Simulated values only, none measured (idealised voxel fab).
This section sets out a process module, namely voxel self aligned contacts.
The width of the displayed cross-section, cut, is 225 nm; its cells are square, with a size of 5 nm.
Heads up, the way a cross-section reads in here is a grid of square cells, handed over as bands from the top down, with every band being one or more rows of cells.
Heads up on the band format: heights come first, top then bottom, in nm. After that it's the materials left to right, each with its width in nm. A single material flagged "everywhere" fills the whole band edge to edge, and "air" means there's empty space there.
Where do heights start? At 0: under that level the wafer as delivered is made of one material only. And the lowest band has no floor; it just carries on downward, as in "0 nm and below".
With a width like "30 to 40", each row of cells in the band differs from the next by the same amount, the top row carrying the first number and the bottom row the second.
When a step is marked "identical to before", none of the cells in the cross-section changed during that step.
Under "Fully sealed voids" you'll find the enclosed gaps, the ones with no way out to the top, that are 8 cells or bigger; each reads width x height at distance, with distance counted from the left edge, everything in nm.
What comes after the settings on a step's line is commentary from the simulator itself on that step.
What "overlay nm" on a step's line means: if the step has a mask, that mask lay this far to the right of its planned place, or, when the value is negative, to the left.
## Process steps (planned)
1,op RECEIVE | material Si
2,op CONFORMAL_DEP | material SiO2 | thk nm 5
3,op DIRECTIONAL_DEP | material polySi | thk nm 25
4,op DIRECTIONAL_DEP | material SiN | thk nm 15
5,op PATTERN | tone cover | mask id GATE | material resist | width nm 35 | pitch nm 60 | thk nm 15 | overlay nm 0
6,op DIRECTIONAL_ETCH | etch materials SiN | depth nm 15
7,op DIRECTIONAL_ETCH | etch materials polySi | depth nm 25
8,op STRIP | etch materials resist
9,op CONFORMAL_DEP | material SiN | thk nm 5
10,op DIRECTIONAL_ETCH | etch materials SiN | depth nm 5
11,op FILL_DEP | material SiO2 | thk nm 20
12,op CMP | height nm 55
13,op MASKED_ETCH | tone open | mask id CONTACT | width nm 35 | etch materials SiO2 | depth nm 55 | overlay nm 0
14,op CONFORMAL_DEP | material TiN | thk nm 5
15,op FILL_DEP | material Ru | thk nm 5
16,op CMP | height nm 55
17,op CONFORMAL_DEP | material SiN | thk nm 5
## Cross-section of the wafer at receipt, which is the condition after step 1
* 0 nm and below  Si everywhere
* Fully sealed voids: none
## Sectioned view, first of two wafers, at the close of the module, processed as intended in the plan
* 60 nm to 55 nm  SiN everywhere
* 55 nm to 45 nm  95 nm SiO2; 5 to 15 nm TiN; 25 to 5 nm Ru; 5 to 15 nm TiN; 95 nm SiO2
* 45 nm to 30 nm  60 nm SiO2; 45 nm SiN; 5 nm TiN; 5 nm Ru; 5 nm TiN; 45 nm SiN; 60 nm SiO2
* 30 nm to 5 nm  60 nm SiO2; 5 nm SiN; 35 nm polySi; 5 nm SiN; 5 nm TiN; 5 nm Ru; 5 nm TiN; 5 nm SiN; 35 nm polySi; 5 nm SiN; 60 nm SiO2
* 5 nm to 0 nm  105 nm SiO2; 15 nm TiN; 105 nm SiO2
* 0 nm and below  Si everywhere
* Fully sealed voids: none
## This is the second of the two wafers, cross-sectioned at the end of the module; it started exactly like the first and was given the same plan, but it was run with one mistake
* 60 nm to 55 nm  SiN everywhere
* 55 nm to 30 nm  50 nm SiO2; 125 nm SiN; 50 nm SiO2
* 30 nm to 15 nm  50 nm SiO2; 15 nm SiN; 35 nm polySi; 25 nm SiN; 35 nm polySi; 15 nm SiN; 50 nm SiO2
* 15 nm to 5 nm  65 nm SiN; 35 nm polySi; 25 nm SiN; 35 nm polySi; 65 nm SiN
* 5 nm to 0 nm  SiO2 everywhere
* 0 nm and below  Si everywhere
* Fully sealed voids: none
Here's what went sideways: planned and actual differ for step 9; actual: op CONFORMAL_DEP | material SiN | thk nm 15
The second wafer ends with more or fewer cells of some materials than the first, per final count: 14 fewer of Ru, 146 more of SiN, 105 fewer of SiO2, 27 fewer of TiN
